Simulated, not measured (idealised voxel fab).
Module name: voxel gate over fins (process module)
Shown is cross-section cut, with a width of 260 nm and square cells of size 5 nm.
In what follows, cross-sections appear as grids of square cells, described through bands that run from the top down, where every band is one or more rows of cells. Band: top height; bottom height; in nm. Then, left to right: material with width in nm, for each material. "full width": a single material spanning edge to edge. "blank": empty space. Heights are measured from 0, the level below which the as-received wafer is all one material; the lowest band has no bottom and continues downward, written as in "z 0 and below". The width entry "30->40" should be interpreted row by row: the top row of cells in the band takes the first number, the bottom row takes the second number, and the change between adjacent rows is uniform throughout. Any step labelled "identical to before" changed none of the cells in the cross-section. The label "Sealed-off cavities" introduces a list of the empty spaces, 8 cells or larger, that have no open way up to the top; each entry in it reads width x height at distance, where the distance is taken from the left edge and all three are stated in nm. Post-settings text on a step line: simulator's own remark regarding the step. A step line may carry the setting "overlay nm", which, for steps involving a mask, states the distance by which the mask lay to the right of its intended position; negative values denote displacement to the left.

## Set out below are the planned steps of the process
1,RECEIVE | material Si
2,CONFORMAL_DEP | material SiN | thk nm 5
3,DIRECTIONAL_DEP | material aC | thk nm 15
4,PATTERN | tone cover | mask id FINS | material resist | width nm 15 | pitch nm 40 | thk nm 30 | overlay nm 0
5,DIRECTIONAL_ETCH | etch materials aC | depth nm 15
6,STRIP | etch materials resist
7,DIRECTIONAL_ETCH | etch materials SiN | depth nm 5
8,DIRECTIONAL_ETCH | etch materials Si | depth nm 35
9,STRIP | etch materials aC
10,OXIDIZE | depth nm 5
11,FILL_DEP | material SiO2 | thk nm 10
12,CMP | height nm 5
13,SELECTIVE_ETCH | etch materials SiO2 | depth nm 15
14,STRIP | etch materials SiN
15,CONFORMAL_DEP | material HfO2 | thk nm 5
16,CONFORMAL_DEP | material TiN | thk nm 5
17,FILL_DEP | material W | thk nm 15
18,CMP | height nm 20
19,CONFORMAL_DEP | material SiCN | thk nm 10

## The cross-section here shows the wafer as received, i.e. in its state after step 1
  z 0 and below  Si full width
  Sealed-off cavities: none

## As-planned run: cross-section of the first of two wafers at end of module
  z 30 to 20  SiCN full width
  z 20 to 10  W full width
  z 10 to 5  W=55, TiN=25, W=15, TiN=25, W=15, TiN=25, W=15, TiN=25, W=60
  z 5 to 0  W=55, TiN=5, HfO2=15, TiN=5, W=15, TiN=5, HfO2=15, TiN=5, W=15, TiN=5, HfO2=15, TiN=5, W=15, TiN=5, HfO2=15, TiN=5, W=60
  z 0 to -5  TiN=60, HfO2=5, Si=5, HfO2=5, TiN=25, HfO2=5, Si=5, HfO2=5, TiN=25, HfO2=5, Si=5, HfO2=5, TiN=25, HfO2=5, Si=5, HfO2=5, TiN=65
  z -5 to -10  HfO2=65, Si=5, HfO2=35, Si=5, HfO2=35, Si=5, HfO2=35, Si=5, HfO2=70
  z -10 to -40  SiO2=65, Si=5, SiO2=35, Si=5, SiO2=35, Si=5, SiO2=35, Si=5, SiO2=70
  z -40 and below  Si full width
  Sealed-off cavities: none

## End-of-module cross-section of the second wafer: identical starting point and process plan to the first, with one processing mistake
  z 30 to 20  SiCN full width
  z 20 to 10  W full width
  z 10 to 5  TiN=65, W=5, TiN=35, W=5, TiN=35, W=5, TiN=35, W=5, TiN=70
  z 5 to 0  HfO2=60, TiN=5, W=5, TiN=5, HfO2=25, TiN=5, W=5, TiN=5, HfO2=25, TiN=5, W=5, TiN=5, HfO2=25, TiN=5, W=5, TiN=5, HfO2=65
  z 0 to -5  Si=55, HfO2=5, TiN=15, HfO2=5, Si=15, HfO2=5, TiN=15, HfO2=5, Si=15, HfO2=5, TiN=15, HfO2=5, Si=15, HfO2=5, TiN=15, HfO2=5, Si=60
  z -5 to -10  Si=55, HfO2=25, Si=15, HfO2=25, Si=15, HfO2=25, Si=15, HfO2=25, Si=60
  z -10 to -40  Si=55, SiO2=25, Si=15, SiO2=25, Si=15, SiO2=25, Si=15, SiO2=25, Si=60
  z -40 and below  Si full width
  Sealed-off cavities: none
Error vs. plan: for step 4, the planned setting was not used; the step was instead run as PATTERN | tone open | mask id FINS | material resist | width nm 15 | pitch nm 40 | thk nm 30 | overlay nm 0
At the finish, the second wafer shows more or fewer cells for some materials than the first does: 224 more of Si; 168 fewer of SiO2; 56 fewer of W
